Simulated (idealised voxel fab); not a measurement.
process module | voxel capacitor over wiring
Section shown: cut. Width: 245 nm. Cell size: 5 nm, square.
If you're reading a cross-section in this doc, picture square cells in a grid; it comes to you as bands, top ones listed first down to the bottom, and a band can be one or more rows of cells.
Heights first: top, then bottom, in nm. Then materials, left to right, each with a width in nm. "throughout" on a single material: fills the band edge to edge. "air": empty space.
Ref level 0: as-received wafer is one material below here. Bottom band extends down with no lower bound ("0 down").
Quick explanation for "30 to 40": the width changes in equal steps down the rows of cells, from the first number in the band's top row to the second number in its bottom row.
Step note "no change" = no cross-section cell changed.
Reported under the label "Catalogued sealed voids" are the empty spaces having no open way to the top and comprising 8 cells or more; the notation for each is width x height at distance, in which the distance is measured from the left edge and all three values are in nm.
Note: text after step settings on the step line = simulator remark on that step.
"overlay nm" on a masked step: distance the mask lay right of its planned place, negative for left.

These are the steps we planned for the process
1) RECEIVE [material Si]
2) CONFORMAL_DEP [material SiO2] [thk nm 15]
3) CONFORMAL_DEP [material SiN] [thk nm 5]
4) DIRECTIONAL_DEP [material SiO2] [thk nm 15]
5) MASKED_ETCH [tone open] [mask id METAL_1] [width nm 30] [pitch nm 100] [etch materials SiO2] [depth nm 15] [overlay nm 0]
6) MASKED_ETCH [tone open] [mask id METAL_1] [width nm 30] [pitch nm 100] [etch materials SiN] [depth nm 5] [overlay nm 0]
7) CONFORMAL_DEP [material TiN] [thk nm 5]
8) FILL_DEP [material W] [thk nm 10]
9) CMP [height nm 35]
10) EPI [material Ru] [thk nm 5]
11) FILL_DEP [material SiCN] [thk nm 5]
12) DIRECTIONAL_DEP [material SiO2] [thk nm 20]
13) DIRECTIONAL_DEP [material aC] [thk nm 15]
14) PATTERN [tone open] [mask id PLUG_1] [material resist] [width nm 15] [thk nm 35] [overlay nm 0]
15) DIRECTIONAL_ETCH [etch materials aC] [depth nm 15]
16) STRIP [etch materials resist]
17) DIRECTIONAL_ETCH [etch materials SiO2] [depth nm 20]
18) DIRECTIONAL_ETCH [etch materials SiCN] [depth nm 5]
19) STRIP [etch materials aC]
20) CONFORMAL_DEP [material TiN] [thk nm 5]
21) FILL_DEP [material Ru] [thk nm 5]
22) CMP [height nm 65]
23) DIRECTIONAL_DEP [material TiN] [thk nm 5]
24) DIRECTIONAL_DEP [material SiN] [thk nm 5]
25) DIRECTIONAL_DEP [material TiN] [thk nm 5]
26) DIRECTIONAL_DEP [material aC] [thk nm 15]
27) PATTERN [tone cover] [mask id UPPER_PLATE] [material resist] [width nm 75] [thk nm 30] [overlay nm 0]
28) DIRECTIONAL_ETCH [etch materials aC] [depth nm 15]
29) STRIP [etch materials resist]
30) DIRECTIONAL_ETCH [etch materials TiN] [depth nm 5]
31) DIRECTIONAL_ETCH [etch materials SiN] [depth nm 5]
32) STRIP [etch materials aC]
33) DIRECTIONAL_DEP [material aC] [thk nm 15]
34) PATTERN [tone cover] [mask id LOWER_PLATE] [material resist] [width nm 85] [thk nm 30] [overlay nm 0]
35) DIRECTIONAL_ETCH [etch materials aC] [depth nm 15]
36) STRIP [etch materials resist]
37) DIRECTIONAL_ETCH [etch materials TiN] [depth nm 5]
38) STRIP [etch materials aC]
39) FILL_DEP [material SiO2] [thk nm 20]
40) CMP [height nm 95]
41) PATTERN [tone open] [mask id PLUG_2] [material resist] [width nm 15] [thk nm 20] [overlay nm 0]
42) DIRECTIONAL_ETCH [etch materials SiO2] [depth nm 15]
43) STRIP [etch materials resist]
44) CONFORMAL_DEP [material TiN] [thk nm 5]
45) FILL_DEP [material Ru] [thk nm 10]
46) CMP [height nm 95]
47) CONFORMAL_DEP [material SiN] [thk nm 5]

Wafer cross-section on receipt, i.e. after step 1
> 0 down  Si throughout
> Catalogued sealed voids: none

Final wafer profile in cross-section after the module, from the same start and plan as above, with one mistake made during processing
> 100 to 95  SiN throughout
> 95 to 85  SiO2 (80); TiN (5); Ru (5); TiN (5); SiO2 (150)
> 85 to 75  SiO2 (80 to 70); TiN (15 to 75); SiO2 (150 to 100)
> 75 to 70  SiO2 (70); SiN (75); SiO2 (100)
> 70 to 65  SiO2 (60); TiN (85); SiO2 (100)
> 65 to 45  SiO2 (70); TiN (5); Ru (5); TiN (5); SiO2 (160)
> 45 to 40  SiCN (70); TiN (15); SiCN (160)
> 40 to 35  SiCN (50); Ru (40); SiCN (60); Ru (40); SiCN (55)
> 35 to 20  SiO2 (55); TiN (5); W (20); TiN (5); SiO2 (70); TiN (5); W (20); TiN (5); SiO2 (60)
> 20 to 15  SiN (55); TiN (30); SiN (70); TiN (30); SiN (60)
> 15 to 0  SiO2 throughout
> 0 down  Si throughout
> Catalogued sealed voids: none
what went wrong: step 34 ran differently from the plan; actual operation with settings: PATTERN [tone cover] [mask id LOWER_PLATE] [material resist] [width nm 85] [thk nm 30] [overlay nm -5]
